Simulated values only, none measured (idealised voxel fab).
This section sets out a process module, namely voxel transistor to metal.
The width of the displayed cross-section, cut, is 295 nm; its cells are square, with a size of 5 nm.
A cross-section is written here as square cells arranged in a grid, and it is given in bands from the top down, each band taking up one or more rows of cells.
Top height, bottom height, nm. Materials left to right, width each, nm. Single material + "all across" = fills band edge to edge. "air" = empty.
Heights are measured from 0, the level below which the as-received wafer is all one material; the lowest band has no bottom and continues downward, written as in "top 0, no bottom".
Width "30->40": first value at the band's top row of cells, second value at its bottom row, equal change from row to row.
Basically "no alteration" means that step didn't change any cell in the cross-section.
For the entry "Enclosed voids", the listed items are empty spaces with no open way to the top whose size is 8 cells or more; each item follows the pattern width x height at distance, where distance is from the left edge and all three are in nm.
Whatever follows a step's settings on its line is a remark the simulator itself makes about that step.
On any step carrying a mask, the "overlay nm" setting, if present on the step's line, tells how far right of its planned place the mask lay; negative values point to the left.
LIST OF PLANNED PROCESS STEPS
1,RECEIVE | material Si
2,OXIDIZE | depth nm 5
3,CONFORMAL_DEP | material SiN | thk nm 15
4,DIRECTIONAL_DEP | material aC | thk nm 10
5,PATTERN | tone cover | mask id ACTIVE | material resist | width nm 95 | pitch nm 125 | thk nm 30 | overlay nm 0
6,DIRECTIONAL_ETCH | etch materials aC | depth nm 10
7,STRIP | etch materials resist
8,DIRECTIONAL_ETCH | etch materials SiN | depth nm 15
9,DIRECTIONAL_ETCH | etch materials SiO2 | depth nm 5
10,DIRECTIONAL_ETCH | etch materials Si | depth nm 30
11,STRIP | etch materials aC
12,OXIDIZE | depth nm 5
13,FILL_DEP | material SiO2 | thk nm 10
14,CMP | height nm 15
15,SELECTIVE_ETCH | etch materials SiO2 | depth nm 10
16,STRIP | etch materials SiN
17,SELECTIVE_ETCH | etch materials SiO2 | depth nm 5
18,OXIDIZE | depth nm 5
19,DIRECTIONAL_DEP | material polySi | thk nm 20
20,DIRECTIONAL_DEP | material SiCN | thk nm 10
21,PATTERN | tone cover | mask id GATE | material resist | width nm 15 | pitch nm 125 | thk nm 15 | overlay nm 0
22,DIRECTIONAL_ETCH | etch materials SiCN | depth nm 20
23,DIRECTIONAL_ETCH | etch materials polySi | depth nm 30
24,STRIP | etch materials resist
25,CONFORMAL_DEP | material SiN | thk nm 5
26,DIRECTIONAL_ETCH | etch materials SiN | depth nm 5
27,DIRECTIONAL_ETCH | etch materials SiO2 | depth nm 5
28,DIRECTIONAL_ETCH | etch materials Si | depth nm 10
29,EPI | material SiGe | thk nm 15
30,FILL_DEP | material SiO2 | thk nm 5
31,CMP | height nm 25
32,DIRECTIONAL_DEP | material SiO2 | thk nm 15
33,MASKED_ETCH | tone open | mask id CONTACT | width nm 25 | etch materials SiO2 | depth nm 45 | overlay nm 0
34,CONFORMAL_DEP | material TiN | thk nm 5
35,FILL_DEP | material Ru | thk nm 5
36,CMP | height nm 40
37,DIRECTIONAL_DEP | material TiN | thk nm 5
38,DIRECTIONAL_DEP | material Ru | thk nm 15
39,MASKED_ETCH | tone cover | mask id METAL_1 | width nm 15 | etch materials Ru | depth nm 15 | overlay nm 0
40,MASKED_ETCH | tone cover | mask id METAL_1 | width nm 15 | etch materials TiN | depth nm 5 | overlay nm 0
41,CONFORMAL_DEP | material SiCN | thk nm 5
42,FILL_DEP | material lowk | thk nm 10
43,CMP | height nm 60
44,CONFORMAL_DEP | material SiN | thk nm 5
STEP 1 COMPLETE: CROSS-SECTION OF THE WAFER AS RECEIVED
> top 0, no bottom  Si all across
> Enclosed voids: none
MODULE COMPLETE, CROSS-SECTION. STARTING POINT AND PLAN PER ABOVE. ONE MISTAKE MADE IN RUNNING THE MODULE
> top 65, bottom 60  SiN all across
> top 60, bottom 55  lowk 40  SiCN 25  lowk 35  SiCN 25  lowk 40  SiCN 25  lowk 35  SiCN 25  lowk 45
> top 55, bottom 40  lowk 40  SiCN 5  Ru 15  SiCN 5  lowk 35  SiCN 5  Ru 15  SiCN 5  lowk 40  SiCN 5  Ru 15  SiCN 5  lowk 35  SiCN 5  Ru 15  SiCN 5  lowk 45
> top 40, bottom 35  SiCN 45  TiN 15  SiCN 45  TiN 15  SiCN 50  TiN 15  SiCN 45  TiN 15  SiCN 50
> top 35, bottom 25  SiO2 45  TiN 5  Ru 15  TiN 5  SiO2 25  TiN 5  Ru 15  TiN 5  SiO2 50  TiN 5  Ru 15  TiN 5  SiO2 25  TiN 5  Ru 15  TiN 5  SiO2 50
> top 25, bottom 15  SiO2 45  TiN 5  Ru 15  TiN 5  SiN 5  SiCN 15  SiN 5  TiN 5  Ru 15  TiN 5  SiO2 50  TiN 5  Ru 15  TiN 5  SiN 5  SiCN 15  SiN 5  TiN 5  Ru 15  TiN 5  SiO2 50
> top 15, bottom 10  SiO2 45  TiN 5  Ru 15  TiN 5  SiN 5  polySi 15  SiN 5  TiN 5  Ru 15  TiN 5  SiO2 50  TiN 5  Ru 15  TiN 5  SiN 5  polySi 15  SiN 5  TiN 5  Ru 15  TiN 5  SiO2 50
> top 10, bottom 5  SiO2 45  TiN 25  SiN 5  polySi 15  SiN 5  TiN 25  SiO2 50  TiN 25  SiN 5  polySi 15  SiN 5  TiN 25  SiO2 50
> top 5, bottom 0  SiO2 45  TiN 10  SiGe 15  SiN 5  polySi 15  SiN 5  SiGe 15  TiN 10  SiO2 50  TiN 10  SiGe 15  SiN 5  polySi 15  SiN 5  SiGe 15  TiN 10  SiO2 50
> top 0, bottom -5  SiO2 30  SiN 5  SiO2 10  TiN 10  SiGe 15  SiN 5  polySi 15  SiN 5  SiGe 15  TiN 10  SiO2 10  SiN 5  SiO2 20  SiN 5  SiO2 10  TiN 10  SiGe 15  SiN 5  polySi 15  SiN 5  SiGe 15  TiN 10  SiO2 10  SiN 5  SiO2 35
> top -5, bottom -10  SiO2 35  SiGe 35  SiO2 25  SiGe 35  SiO2 30  SiGe 35  SiO2 25  SiGe 35  SiO2 40
> top -10, bottom -20  SiO2 40  SiGe 30  Si 25  SiGe 30  SiO2 40  SiGe 30  Si 25  SiGe 30  SiO2 45
> top -20, bottom -40  SiO2 40  Si 85  SiO2 40  Si 85  SiO2 45
> top -40, no bottom  Si all across
> Enclosed voids: none
Here's what went sideways: step 36 went in with a setting other than planned; the actual run was CMP | height nm 35
